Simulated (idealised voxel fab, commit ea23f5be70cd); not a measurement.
You're looking at the process module voxel double patterning.
The cross-section on display is named cut; it measures 295 nm wide, and its cells are 5 nm squares.
Heads up, the way a cross-section reads in here is a grid of square cells, handed over as bands from the top down, with every band being one or more rows of cells. Band: top and bottom heights (nm) first, top before bottom; then materials from left to right, widths in nm. "throughout" marks a sole material filling the band edge to edge. "air" denotes empty space. Below 0: as-received wafer, all one material; heights counted from there. Lowest band: no bottom, goes on down, written "0 and below". You'd read "30 to 40" like this: the band's top row of cells is as wide as the first number, its bottom row is as wide as the second, and going down, every row changes width by the same amount as the row before did. Take "everything unchanged" at face value: in the step it is given for, the cross-section changed in none of its cells. Entry "Sealed void list". Content: empty spaces with no open connection to the top, size 8 cells or greater. Each: width x height at distance. Distance: from left edge. Unit: nm. Post-settings text on a step line: simulator's own remark regarding the step. overlay nm: mask offset rightward from planned place, masked step; negative means leftward offset.

-- Steps planned for the process
step 1: RECEIVE | material Si
step 2: CONFORMAL_DEP | material SiO2 | thk nm 10
step 3: DIRECTIONAL_DEP | material polySi | thk nm 15
step 4: DIRECTIONAL_DEP | material SiCN | thk nm 10
step 5: MASKED_ETCH | tone open | mask id FIRST | width nm 15 | pitch nm 50 | etch materials SiCN | depth nm 10 | overlay nm 0
step 6: DIRECTIONAL_DEP | material aC | thk nm 15
step 7: PATTERN | tone open | mask id SECOND | material resist | width nm 15 | pitch nm 50 | thk nm 35 | overlay nm 0
step 8: DIRECTIONAL_ETCH | etch materials aC | depth nm 15
step 9: STRIP | etch materials resist
step 10: DIRECTIONAL_ETCH | etch materials SiCN | depth nm 10
step 11: STRIP | etch materials aC
step 12: DIRECTIONAL_ETCH | etch materials polySi | depth nm 15
step 13: STRIP | etch materials SiCN

-- As received (post step 1): cross-section
- 0 and below = Si throughout
- Sealed void list: none

-- Cross-section, first of two wafers, end of module, run as planned
- 25 down to 10 = polySi 90  air 15  polySi 10  air 15  polySi 10  air 15  polySi 10  air 15  polySi 10  air 15  polySi 90
- 10 down to 0 = SiO2 throughout
- 0 and below = Si throughout
- Sealed void list: none

-- Here's the second of our two wafers sectioned at module end. Same start as the first, same plan, but one mistake got made running it
- 30 down to 15 = polySi 90  air 15  polySi 10  air 15  polySi 10  air 15  polySi 10  air 15  polySi 10  air 15  polySi 90
- 15 down to 10 = polySi throughout
- 10 down to 0 = SiO2 throughout
- 0 and below = Si throughout
- Sealed void list: none
Misprocessing identified: step 3 went in with a setting other than planned; the actual run was DIRECTIONAL_DEP | material polySi | thk nm 20
Counted in cells at the end, the second wafer holds more or fewer of these materials than the first: polySi +59
